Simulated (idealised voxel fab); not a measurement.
Process module, titled voxel air gaps
FYI the section here is cut, 170 nm wide, cells are 5 nm squares.
This document writes a cross-section as a grid whose cells are square, and gives it as bands, listed from the top down; one or more rows of cells form a band. Quick guide to a band line: top height, bottom height (nm) up front; then every material left to right with its width in nm. Only one material and it's marked "full width"? Then it fills the band edge to edge. And "air" just means empty space. Heights are measured from 0, the level below which the as-received wafer is all one material; the lowest band has no bottom and continues downward, written as in "0 nm and below". The expression "30..40" gives the width at the extremes of the band, the first number at its top row of cells and the second at its bottom row, with the width changing by equal amounts from each row to the next in between. "nothing got changed" means the step left every cell of the cross-section as it was. Each empty space that has no open way to the top and spans at least 8 cells appears under "Enclosed void inventory" as width x height at distance, the distance counted from the left edge, all in nm. Formally, on a step line, whatever follows the settings is a remark that the simulator itself makes on the step. overlay nm: mask offset rightward from planned place, masked step; negative means leftward offset.

### Listed below are the process steps as planned
1,RECEIVE with material Si
2,CONFORMAL_DEP with material SiO2, thk nm 10
3,CONFORMAL_DEP with material SiN, thk nm 5
4,DIRECTIONAL_DEP with material lowk, thk nm 40
5,DIRECTIONAL_DEP with material aC, thk nm 10
6,PATTERN with tone open, mask id LINES, material resist, width nm 20, pitch nm 45, thk nm 25, overlay nm 0
7,DIRECTIONAL_ETCH with etch materials aC, depth nm 10
8,STRIP with etch materials resist
9,DIRECTIONAL_ETCH with etch materials lowk, depth nm 40
10,STRIP with etch materials aC
11,CONFORMAL_DEP with material TiN, thk nm 5
12,FILL_DEP with material Ru, thk nm 10
13,CMP with height nm 55
14,EPI with material Ru, thk nm 10
15,SELECTIVE_ETCH with etch materials lowk, depth nm 50
16,CONFORMAL_DEP with material SiCN, thk nm 5

### Shown in cross-section is the wafer as received, that is, as it stands after step 1
- 0 nm and below | Si full width
- Enclosed void inventory: none

### First of two wafers at the end of the module, shown in cross-section; run carried out as planned
- 70 nm to 65 nm | air 15 nm / SiCN 140 nm / air 15 nm
- 65 nm to 55 nm | air 15 nm / SiCN 5 nm / Ru 40 nm / SiCN 5 nm / Ru 40 nm / SiCN 5 nm / Ru 40 nm / SiCN 5 nm / air 15 nm
- 55 nm to 50 nm | air 15 nm / SiCN 15 nm / TiN 5 nm / Ru 10 nm / TiN 5 nm / SiCN 25 nm / TiN 5 nm / Ru 10 nm / TiN 5 nm / SiCN 25 nm / TiN 5 nm / Ru 10 nm / TiN 5 nm / SiCN 15 nm / air 15 nm
- 50 nm to 20 nm | air 25 nm / SiCN 5 nm / TiN 5 nm / Ru 10 nm / TiN 5 nm / SiCN 5 nm / air 15 nm / SiCN 5 nm / TiN 5 nm / Ru 10 nm / TiN 5 nm / SiCN 5 nm / air 15 nm / SiCN 5 nm / TiN 5 nm / Ru 10 nm / TiN 5 nm / SiCN 5 nm / air 25 nm
- 20 nm to 15 nm | SiCN 30 nm / TiN 20 nm / SiCN 25 nm / TiN 20 nm / SiCN 25 nm / TiN 20 nm / SiCN 30 nm
- 15 nm to 10 nm | SiN full width
- 10 nm to 0 nm | SiO2 full width
- 0 nm and below | Si full width
- Enclosed void inventory: 15 x 30 at 55; 15 x 30 at 100

### End of module, second wafer, cross-section. Started like the first, planned like the first, run with one mistake
- 80 nm to 75 nm | air 5 nm / SiCN 160 nm / air 5 nm
- 75 nm to 55 nm | air 5 nm / SiCN 5 nm / Ru 150 nm / SiCN 5 nm / air 5 nm
- 55 nm to 50 nm | air 5 nm / SiCN 25 nm / TiN 5 nm / Ru 10 nm / TiN 5 nm / lowk 25 nm / TiN 5 nm / Ru 10 nm / TiN 5 nm / lowk 25 nm / TiN 5 nm / Ru 10 nm / TiN 5 nm / SiCN 25 nm / air 5 nm
- 50 nm to 20 nm | air 25 nm / SiCN 5 nm / TiN 5 nm / Ru 10 nm / TiN 5 nm / lowk 25 nm / TiN 5 nm / Ru 10 nm / TiN 5 nm / lowk 25 nm / TiN 5 nm / Ru 10 nm / TiN 5 nm / SiCN 5 nm / air 25 nm
- 20 nm to 15 nm | SiCN 30 nm / TiN 20 nm / lowk 25 nm / TiN 20 nm / lowk 25 nm / TiN 20 nm / SiCN 30 nm
- 15 nm to 10 nm | SiN full width
- 10 nm to 0 nm | SiO2 full width
- 0 nm and below | Si full width
- Enclosed void inventory: none
Short version of what went wrong: step 14 of the plan saw execution twice
Looking at both finished wafers in cells, the second ends up ahead of or behind the first on some materials: Ru +72; SiCN -36; lowk +80
First wafer closed voids (final) = 2; second wafer closed voids (final) = 0.
